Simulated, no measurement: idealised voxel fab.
process module | voxel plated lines
cross-section cut | 215 nm wide | cells 5 nm
A cross-section is a grid of square cells, given in bands from the top down. A band is one or more rows of cells.
Each band's line starts with the height of the band's top and of its bottom, in nm. Then come its materials from left to right, each with its width in nm. One material with "throughout" fills the band from edge to edge. "air" is empty space.
Height 0 is the level under which the wafer as received is all one material. The lowest band goes on downwards, as in "0 down".
A width such as "30 to 40" changes by the same amount from each row of cells to the next, from the band's top row to its bottom row.
"no change" after a step means that no cell of the cross-section changed.
closed voids: empty space of 8 cells or more with no open way to the top, each as width x height at its distance from the left edge, in nm
after a step's settings: what the simulator itself notes on the step
overlay nm, on a step with a mask: how far to the right of its planned place the mask lay; to the left if negative
plan
1 op RECEIVE | material Si
2 op CONFORMAL_DEP | material SiN | thk nm 15
3 op DIRECTIONAL_DEP | material TiN | thk nm 5
4 op PATTERN | tone open | mask id LINES | material resist | width nm 25 | pitch nm 55 | thk nm 30 | overlay nm 0
5 op EPI | material Ru | thk nm 5
6 op EPI | material Ru | thk nm 5
7 op STRIP | etch materials resist
8 op DIRECTIONAL_ETCH | etch materials TiN | depth nm 5
9 op CONFORMAL_DEP | material SiO2 | thk nm 5
as received, after step 1
  0 down: Si throughout
  closed voids: none
first wafer at the end, as planned
  35 to 30: air 35 | SiO2 35 | air 20 | SiO2 35 | air 20 | SiO2 35 | air 35
  30 to 20: air 35 | SiO2 5 | Ru 25 | SiO2 5 | air 20 | SiO2 5 | Ru 25 | SiO2 5 | air 20 | SiO2 5 | Ru 25 | SiO2 5 | air 35
  20 to 15: SiO2 40 | TiN 25 | SiO2 30 | TiN 25 | SiO2 30 | TiN 25 | SiO2 40
  15 to 0: SiN throughout
  0 down: Si throughout
  closed voids: none
second wafer at the end: like start, like plan, one mistake
  35 to 30: SiO2 45 | air 15 | SiO2 40 | air 15 | SiO2 40 | air 15 | SiO2 45
  30 to 20: Ru 40 | SiO2 5 | air 15 | SiO2 5 | Ru 30 | SiO2 5 | air 15 | SiO2 5 | Ru 30 | SiO2 5 | air 15 | SiO2 5 | Ru 40
  20 to 15: TiN 40 | SiO2 25 | TiN 30 | SiO2 25 | TiN 30 | SiO2 25 | TiN 40
  15 to 0: SiN throughout
  0 down: Si throughout
  closed voids: none
what went wrong: step 4 ran as: op PATTERN | tone cover | mask id LINES | material resist | width nm 25 | pitch nm 55 | thk nm 30 | overlay nm 0
at the end the second wafer has, in cells: 26 more of Ru | 13 more of TiN
